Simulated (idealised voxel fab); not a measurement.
This is a process module. Its name is voxel capacitor over wiring.
In the cross-section labelled cut, the width is 140 nm and each square cell is 5 nm.
Heads up, the way a cross-section reads in here is a grid of square cells, handed over as bands from the top down, with every band being one or more rows of cells.
Quick guide to a band line: top height, bottom height (nm) up front; then every material left to right with its width in nm. Only one material and it's marked "edge to edge"? Then it fills the band edge to edge. And "empty" just means empty space.
Height 0 is the level under which the wafer as received is all one material. The lowest band goes on downwards, as in "0 and below".
Quick explanation for "30 to 40": the width changes in equal steps down the rows of cells, from the first number in the band's top row to the second number in its bottom row.
"nothing different" means the step left every cell of the cross-section as it was.
The entry "Fully enclosed voids" lists the empty spaces that cover at least 8 cells and have no open path to the top. Each is written as width x height at distance, where the distance is measured from the left edge and all three values are in nm.
Read whatever lies past the settings on a step's line as the simulator's own remark about the step.
A step's line can hold "overlay nm"; with a mask on that step, the setting says how far right of the planned place the mask lay, while a negative setting says it lay to the left.
Steps planned for the process
1,RECEIVE: material Si
2,CONFORMAL_DEP: material SiO2, thk nm 15
3,DIRECTIONAL_DEP: material TiN, thk nm 5
4,DIRECTIONAL_DEP: material Ru, thk nm 15
5,PATTERN: tone cover, mask id METAL_1, material resist, width nm 25, pitch nm 85, thk nm 15, overlay nm 0
6,DIRECTIONAL_ETCH: etch materials Ru, depth nm 15
7,DIRECTIONAL_ETCH: etch materials TiN, depth nm 5
8,STRIP: etch materials resist
9,FILL_DEP: material lowk, thk nm 10
10,CMP: height nm 35
11,CONFORMAL_DEP: material SiCN, thk nm 5
12,DIRECTIONAL_DEP: material lowk, thk nm 20
13,PATTERN: tone open, mask id PLUG_1, material resist, width nm 15, thk nm 15, overlay nm 0
14,DIRECTIONAL_ETCH: etch materials lowk, depth nm 20
15,DIRECTIONAL_ETCH: etch materials SiCN, depth nm 5
16,STRIP: etch materials resist
17,EPI: material Ru, thk nm 10
18,EPI: material Ru, thk nm 10
19,EPI: material Ru, thk nm 5
20,DIRECTIONAL_DEP: material TiN, thk nm 10
21,DIRECTIONAL_DEP: material SiN, thk nm 5
22,DIRECTIONAL_DEP: material TiN, thk nm 5
23,MASKED_ETCH: tone cover, mask id UPPER_PLATE, width nm 65, etch materials TiN, depth nm 5, overlay nm 0
24,MASKED_ETCH: tone cover, mask id UPPER_PLATE, width nm 65, etch materials SiN, depth nm 5, overlay nm 0
25,MASKED_ETCH: tone cover, mask id LOWER_PLATE, width nm 75, etch materials TiN, depth nm 10, overlay nm 0
26,FILL_DEP: material SiO2, thk nm 15
27,CMP: height nm 90
28,MASKED_ETCH: tone open, mask id PLUG_2, width nm 15, etch materials SiO2, depth nm 10, overlay nm 0
29,CONFORMAL_DEP: material TiN, thk nm 5
30,FILL_DEP: material Ru, thk nm 10
31,CMP: height nm 90
32,CONFORMAL_DEP: material SiCN, thk nm 5
As-received state of the wafer in cross-section, equivalent to post-step 1
* 0 and below  Si edge to edge
* Fully enclosed voids: none
Cross-sectional view of the first of the two wafers upon completion of the module, processed in accordance with the plan
* 95 down to 90  SiCN edge to edge
* 90 down to 85  SiO2: 35; TiN: 5; Ru: 5; TiN: 5; SiO2: 90
* 85 down to 75  SiO2: 35 to 25; TiN: 15 to 65; SiO2: 90 to 50
* 75 down to 70  SiO2: 25; SiN: 65; SiO2: 50
* 70 down to 60  SiO2: 20; TiN: 75; SiO2: 45
* 60 down to 40  lowk: 25; Ru: 15; lowk: 100
* 40 down to 35  SiCN: 25; Ru: 15; SiCN: 100
* 35 down to 20  lowk: 15; Ru: 25; lowk: 60; Ru: 25; lowk: 15
* 20 down to 15  lowk: 15; TiN: 25; lowk: 60; TiN: 25; lowk: 15
* 15 down to 0  SiO2 edge to edge
* 0 and below  Si edge to edge
* Fully enclosed voids: none
Second wafer through the module, sectioned at the end: same beginning and same plan as the first wafer, with one mistake in carrying it out
* 95 down to 90  SiCN edge to edge
* 90 down to 85  SiO2: 35; TiN: 5; Ru: 5; TiN: 5; SiO2: 90
* 85 down to 80  SiO2: 35; TiN: 15; SiO2: 90
* 80 down to 75  SiO2 edge to edge
* 75 down to 70  SiN edge to edge
* 70 down to 60  TiN edge to edge
* 60 down to 40  lowk: 25; Ru: 15; lowk: 100
* 40 down to 35  SiCN: 25; Ru: 15; SiCN: 100
* 35 down to 20  lowk: 15; Ru: 25; lowk: 60; Ru: 25; lowk: 15
* 20 down to 15  lowk: 15; TiN: 25; lowk: 60; TiN: 25; lowk: 15
* 15 down to 0  SiO2 edge to edge
* 0 and below  Si edge to edge
* Fully enclosed voids: none
what went wrong: off-plan run, step 22, actual operation and settings DIRECTIONAL_DEP: material SiO2, thk nm 5
It is noted that, at the conclusion of processing, the second wafer exhibits a higher or lower cell count for certain materials relative to the first: SiN: 15 more | SiO2: 28 fewer | TiN: 13 more
